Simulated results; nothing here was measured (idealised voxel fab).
The process module that follows is named voxel capacitor over wiring.
For reference, the cross-section in this document is cut, with width 275 nm and square cells of 5 nm.
Reading order for cross-sections: top band down to bottom band. Underlying form: a grid of square cells. Band size: one or more rows of cells. Basically the band line says how high the top is and how high the bottom is, in nm, and then what's in it from left to right, every material with its width in nm. Empty space shows up as "air", and if a single material carries "everywhere" it runs the full band edge to edge. Counting heights begins at 0, where everything beneath is, in the wafer as received, one material. The lowest band has no bottom; it goes on downwards, as "from 0 down" shows. Read "30->40" as a graded width: first number on top, second number at the bottom, same change between each pair of neighbouring rows. Step note "all unchanged" = no cross-section cell changed. So "Enclosed void list" is basically the list of trapped voids: any empty space of 8 cells or more that can't reach the top through an opening. They're written width x height at distance, the distance being from the left edge, and it's all nm. The remark found on a step's line after its settings is issued by the simulator itself and pertains to that step. If you see "overlay nm" on a step's line and that step has a mask, it's telling you how far right of where it was planned the mask ended up; a negative number means it went left instead.
### The planned process steps are enumerated hereunder
| 1 | RECEIVE with material Si |
| 2 | CONFORMAL_DEP with material SiO2, thk nm 15 |
| 3 | CONFORMAL_DEP with material SiCN, thk nm 5 |
| 4 | DIRECTIONAL_DEP with material lowk, thk nm 25 |
| 5 | PATTERN with tone open, mask id METAL_1, material resist, width nm 20, pitch nm 80, thk nm 15, overlay nm 0 |
| 6 | DIRECTIONAL_ETCH with etch materials lowk, depth nm 25 |
| 7 | DIRECTIONAL_ETCH with etch materials SiCN, depth nm 5 |
| 8 | STRIP with etch materials resist |
| 9 | CONFORMAL_DEP with material TiN, thk nm 5 |
| 10 | FILL_DEP with material W, thk nm 10 |
| 11 | CMP with height nm 45 |
| 12 | EPI with material Ru, thk nm 5 |
| 13 | FILL_DEP with material SiCN, thk nm 5 |
| 14 | DIRECTIONAL_DEP with material SiO2, thk nm 10 |
| 15 | PATTERN with tone open, mask id PLUG_1, material resist, width nm 15, thk nm 15, overlay nm 0 |
| 16 | DIRECTIONAL_ETCH with etch materials SiO2, depth nm 10 |
| 17 | DIRECTIONAL_ETCH with etch materials SiCN, depth nm 5 |
| 18 | STRIP with etch materials resist |
| 19 | CONFORMAL_DEP with material TiN, thk nm 5 |
| 20 | FILL_DEP with material W, thk nm 5 |
| 21 | CMP with height nm 65 |
| 22 | DIRECTIONAL_DEP with material TiN, thk nm 5 |
| 23 | DIRECTIONAL_DEP with material SiN, thk nm 5 |
| 24 | DIRECTIONAL_DEP with material TiN, thk nm 10 |
| 25 | DIRECTIONAL_DEP with material aC, thk nm 15 |
| 26 | PATTERN with tone cover, mask id UPPER_PLATE, material resist, width nm 65, thk nm 30, overlay nm 0 |
| 27 | DIRECTIONAL_ETCH with etch materials aC, depth nm 15 |
| 28 | STRIP with etch materials resist |
| 29 | DIRECTIONAL_ETCH with etch materials TiN, depth nm 10 |
| 30 | DIRECTIONAL_ETCH with etch materials SiN, depth nm 5 |
| 31 | STRIP with etch materials aC |
| 32 | PATTERN with tone cover, mask id LOWER_PLATE, material resist, width nm 75, thk nm 15, overlay nm 0 |
| 33 | DIRECTIONAL_ETCH with etch materials TiN, depth nm 5 |
| 34 | STRIP with etch materials resist |
| 35 | FILL_DEP with material SiO2, thk nm 15 |
| 36 | CMP with height nm 95 |
| 37 | MASKED_ETCH with tone open, mask id PLUG_2, width nm 15, etch materials SiO2, depth nm 10, overlay nm 0 |
| 38 | CONFORMAL_DEP with material TiN, thk nm 5 |
| 39 | FILL_DEP with material Ru, thk nm 5 |
| 40 | CMP with height nm 95 |
| 41 | CONFORMAL_DEP with material SiN, thk nm 5 |
### As-received state of the wafer in cross-section, equivalent to post-step 1
  from 0 down | Si everywhere
  Enclosed void list: none
### Look at the cross-section after the module: the wafer started out the way shown above and the plan was the one shown above, yet one mistake was made along the way
  from 100 to 95 | SiN everywhere
  from 95 to 90 | SiO2=100  TiN=5  Ru=5  TiN=5  SiO2=160
  from 90 to 85 | SiO2=100  TiN=15  SiO2=160
  from 85 to 75 | SiO2=90  TiN=65  SiO2=120
  from 75 to 70 | SiO2=90  SiN=65  SiO2=120
  from 70 to 65 | SiO2=85  TiN=75  SiO2=115
  from 65 to 60 | SiCN=90  TiN=15  SiCN=170
  from 60 to 55 | SiCN=80  SiO2=30  SiCN=50  SiO2=30  SiCN=85
  from 55 to 50 | SiO2 everywhere
  from 50 to 45 | SiO2=80  Ru=30  SiO2=50  Ru=30  SiO2=85
  from 45 to 20 | lowk=85  TiN=5  W=10  TiN=5  lowk=60  TiN=5  W=10  TiN=5  lowk=90
  from 20 to 15 | SiCN=85  TiN=20  SiCN=60  TiN=20  SiCN=90
  from 15 to 0 | SiO2 everywhere
  from 0 down | Si everywhere
  Enclosed void list: none
Here's what went sideways: steps 13 and 14 swapped
